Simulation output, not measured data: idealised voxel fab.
voxel ribs on slabs: a process module
It is cross-section cut that appears here, measuring 285 nm in width, its square cells being 5 nm in size.
Think of the cross-section as a grid of square cells. We describe it in bands, top to bottom, and each band covers one or more rows of those cells. The entry gives the band's vertical extent as a top height and a bottom height in nm, then its horizontal make-up as materials from left to right, each with a width in nm. "empty" stands for empty space; a single material marked "edge to edge" fills the band edge to edge. Heights from 0 (as-received wafer is one material below). Bottom band endless downward, as "0 -> down". The notation "30..40" denotes a width that varies across the rows of cells in the band, beginning at the first number in the top row, finishing at the second number in the bottom row, and changing by an identical amount from each row to the next. Take "no alterations made" at face value: in the step it is given for, the cross-section changed in none of its cells. Under "Fully closed voids" you'll find the enclosed gaps, the ones with no way out to the top, that are 8 cells or bigger; each reads width x height at distance, with distance counted from the left edge, everything in nm. It should be noted that, on the line of a given step, the content following the step's settings is a remark produced by the simulator itself with respect to that step. overlay nm: how far to the right of its planned place the mask lay on this masked step (negative: to the left).

So here's the lineup of process steps we planned:
1 op RECEIVE | material Si
2 op DIRECTIONAL_DEP | material SiO2 | thk nm 25
3 op DIRECTIONAL_DEP | material SiN | thk nm 20
4 op DIRECTIONAL_DEP | material aC | thk nm 10
5 op PATTERN | tone cover | mask id RIB | material resist | width nm 25 | thk nm 25 | overlay nm 0
6 op DIRECTIONAL_ETCH | etch materials aC | depth nm 10
7 op STRIP | etch materials resist
8 op DIRECTIONAL_ETCH | etch materials SiN | depth nm 5
9 op STRIP | etch materials aC
10 op DIRECTIONAL_DEP | material aC | thk nm 10
11 op PATTERN | tone cover | mask id SLAB | material resist | width nm 55 | thk nm 30 | overlay nm 0
12 op DIRECTIONAL_ETCH | etch materials aC | depth nm 10
13 op STRIP | etch materials resist
14 op DIRECTIONAL_ETCH | etch materials SiN | depth nm 15
15 op STRIP | etch materials aC
16 op FILL_DEP | material SiO2 | thk nm 15
17 op CMP | height nm 55
18 op DIRECTIONAL_DEP | material W | thk nm 5
19 op PATTERN | tone cover | mask id HEATER | material resist | width nm 35 | thk nm 20 | overlay nm 0
20 op DIRECTIONAL_ETCH | etch materials W | depth nm 5
21 op STRIP | etch materials resist
22 op CONFORMAL_DEP | material SiO2 | thk nm 5

This is the cross-section of the wafer as we received it, i.e. after step 1:
* 0 -> down  Si edge to edge
* Fully closed voids: none

First of two wafers at the end of the module, shown in cross-section; run carried out as planned:
* 65 -> 60  120 nm empty / 45 nm SiO2 / 120 nm empty
* 60 -> 55  125 nm SiO2 / 35 nm W / 125 nm SiO2
* 55 -> 45  SiO2 edge to edge
* 45 -> 40  130 nm SiO2 / 25 nm SiN / 130 nm SiO2
* 40 -> 25  115 nm SiO2 / 55 nm SiN / 115 nm SiO2
* 25 -> 0  SiO2 edge to edge
* 0 -> down  Si edge to edge
* Fully closed voids: none

Wafer two (of two), end-of-module cross-section: start = wafer one, plan = wafer one, one run mistake:
* 65 -> 60  120 nm empty / 45 nm SiO2 / 120 nm empty
* 60 -> 55  125 nm SiO2 / 35 nm W / 125 nm SiO2
* 55 -> 45  SiO2 edge to edge
* 45 -> 25  SiN edge to edge
* 25 -> 0  SiO2 edge to edge
* 0 -> down  Si edge to edge
* Fully closed voids: none
So what did we get wrong on this run? rather than as planned, step 4 actually ran as op DIRECTIONAL_DEP | material SiO2 | thk nm 10
It is noted that, at the conclusion of processing, the second wafer exhibits a higher or lower cell count for certain materials relative to the first: +190 SiN | -190 SiO2
